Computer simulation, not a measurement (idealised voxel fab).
process module | voxel spacer lines
cross-section cut | 250 nm wide | cells 5 nm
A cross-section is a grid of square cells, given in bands from the top down. A band is one or more rows of cells.
Each band's line starts with the height of the band's top and of its bottom, in nm. Then come its materials from left to right, each with its width in nm. One material with "throughout" fills the band from edge to edge. "air" is empty space.
Height 0 is the level under which the wafer as received is all one material. The lowest band goes on downwards, as in "0 down".
A width such as "30 to 40" changes by the same amount from each row of cells to the next, from the band's top row to its bottom row.
"no change" after a step means that no cell of the cross-section changed.
closed voids: empty space of 8 cells or more with no open way to the top, each as width x height at its distance from the left edge, in nm
after a step's settings: what the simulator itself notes on the step
overlay nm, on a step with a mask: how far to the right of its planned place the mask lay; to the left if negative
plan
1 op RECEIVE | material Si
2 op CONFORMAL_DEP | material Al2O3 | thk nm 10
3 op DIRECTIONAL_DEP | material SiN | thk nm 20
4 op DIRECTIONAL_DEP | material aC | thk nm 20
5 op PATTERN | tone cover | mask id MANDREL | material resist | width nm 15 | pitch nm 50 | thk nm 30 | overlay nm 0
6 op DIRECTIONAL_ETCH | etch materials aC | depth nm 20
7 op STRIP | etch materials resist
8 op CONFORMAL_DEP | material SiO2 | thk nm 10
9 op DIRECTIONAL_ETCH | etch materials SiO2 | depth nm 10
10 op STRIP | etch materials aC
11 op DIRECTIONAL_ETCH | etch materials SiN | depth nm 20
12 op STRIP | etch materials SiO2
13 op FILL_DEP | material lowk | thk nm 5
14 op CMP | height nm 30
as received, after step 1
  0 down: Si throughout
  closed voids: none
a wafer at the end: this start, this plan, one mistake
  30 to 10: lowk 55 | SiN 10 | lowk 20 | SiN 10 | lowk 10 | SiN 10 | lowk 20 | SiN 10 | lowk 10 | SiN 10 | lowk 20 | SiN 10 | lowk 55
  10 to 0: Al2O3 throughout
  0 down: Si throughout
  closed voids: none
what went wrong: step 5 ran as: op PATTERN | tone cover | mask id MANDREL | material resist | width nm 20 | pitch nm 50 | thk nm 30 | overlay nm 0
